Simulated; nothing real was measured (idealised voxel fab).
process module | voxel plated lines
cross-section cut | 265 nm wide | cells 5 nm
A cross-section is a grid of square cells, given in bands from the top down. A band is one or more rows of cells.
Each band's line starts with the height of the band's top and of its bottom, in nm. Then come its materials from left to right, each with its width in nm. One material with "throughout" fills the band from edge to edge. "air" is empty space.
Height 0 is the level under which the wafer as received is all one material. The lowest band goes on downwards, as in "0 down".
A width such as "30 to 40" changes by the same amount from each row of cells to the next, from the band's top row to its bottom row.
"no change" after a step means that no cell of the cross-section changed.
closed voids: empty space of 8 cells or more with no open way to the top, each as width x height at its distance from the left edge, in nm
after a step's settings: what the simulator itself notes on the step
overlay nm, on a step with a mask: how far to the right of its planned place the mask lay; to the left if negative
plan
1 op RECEIVE | material Si
2 op CONFORMAL_DEP | material SiO2 | thk nm 5
3 op DIRECTIONAL_DEP | material TiN | thk nm 5
4 op PATTERN | tone open | mask id LINES | material resist | width nm 25 | pitch nm 55 | thk nm 20 | overlay nm 0
5 op EPI | material Ru | thk nm 10
6 op STRIP | etch materials resist
7 op DIRECTIONAL_ETCH | etch materials TiN | depth nm 5
8 op CONFORMAL_DEP | material SiCN | thk nm 5
first wafer, as planned
as received, after step 1
  0 down: Si throughout
  closed voids: none
after step 2
  5 to 0: SiO2 throughout
  below 0: unchanged
after step 3
  10 to 5: TiN throughout
  below 5: unchanged
after step 4
  30 to 10: resist 65 | air 25 | resist 30 | air 25 | resist 30 | air 25 | resist 65
  below 10: unchanged
after step 5
  30 to 20: resist 65 | air 25 | resist 30 | air 25 | resist 30 | air 25 | resist 65
  20 to 10: resist 65 | Ru 25 | resist 30 | Ru 25 | resist 30 | Ru 25 | resist 65
  below 10: unchanged
after step 6
  20 to 10: air 65 | Ru 25 | air 30 | Ru 25 | air 30 | Ru 25 | air 65
  below 10: unchanged
after step 7
  20 to 10: air 65 | Ru 25 | air 30 | Ru 25 | air 30 | Ru 25 | air 65
  10 to 5: air 65 | TiN 25 | air 30 | TiN 25 | air 30 | TiN 25 | air 65
  below 5: unchanged
after step 8
  25 to 20: air 60 | SiCN 35 | air 20 | SiCN 35 | air 20 | SiCN 35 | air 60
  20 to 10: air 60 | SiCN 5 | Ru 25 | SiCN 5 | air 20 | SiCN 5 | Ru 25 | SiCN 5 | air 20 | SiCN 5 | Ru 25 | SiCN 5 | air 60
  10 to 5: SiCN 65 | TiN 25 | SiCN 30 | TiN 25 | SiCN 30 | TiN 25 | SiCN 65
  below 5: unchanged
second wafer: like start, like plan, one mistake. Through step 3 it matches the first wafer
when step 4 should have ended
  30 to 10: resist 70 | air 20 | resist 35 | air 20 | resist 35 | air 20 | resist 65
  below 10: unchanged
when step 5 should have ended
  30 to 20: resist 70 | air 20 | resist 35 | air 20 | resist 35 | air 20 | resist 65
  20 to 10: resist 70 | Ru 20 | resist 35 | Ru 20 | resist 35 | Ru 20 | resist 65
  below 10: unchanged
when step 6 should have ended
  20 to 10: air 70 | Ru 20 | air 35 | Ru 20 | air 35 | Ru 20 | air 65
  below 10: unchanged
when step 7 should have ended
  20 to 10: air 70 | Ru 20 | air 35 | Ru 20 | air 35 | Ru 20 | air 65
  10 to 5: air 70 | TiN 20 | air 35 | TiN 20 | air 35 | TiN 20 | air 65
  below 5: unchanged
when step 8 should have ended
  25 to 20: air 65 | SiCN 30 | air 25 | SiCN 30 | air 25 | SiCN 30 | air 60
  20 to 10: air 65 | SiCN 5 | Ru 20 | SiCN 5 | air 25 | SiCN 5 | Ru 20 | SiCN 5 | air 25 | SiCN 5 | Ru 20 | SiCN 5 | air 60
  10 to 5: SiCN 70 | TiN 20 | SiCN 35 | TiN 20 | SiCN 35 | TiN 20 | SiCN 65
  below 5: unchanged
what went wrong: step 4 ran as: op PATTERN | tone open | mask id LINES | material resist | width nm 20 | pitch nm 55 | thk nm 20 | overlay nm 0
at the end the second wafer has, in cells: 6 fewer of Ru | 3 fewer of TiN
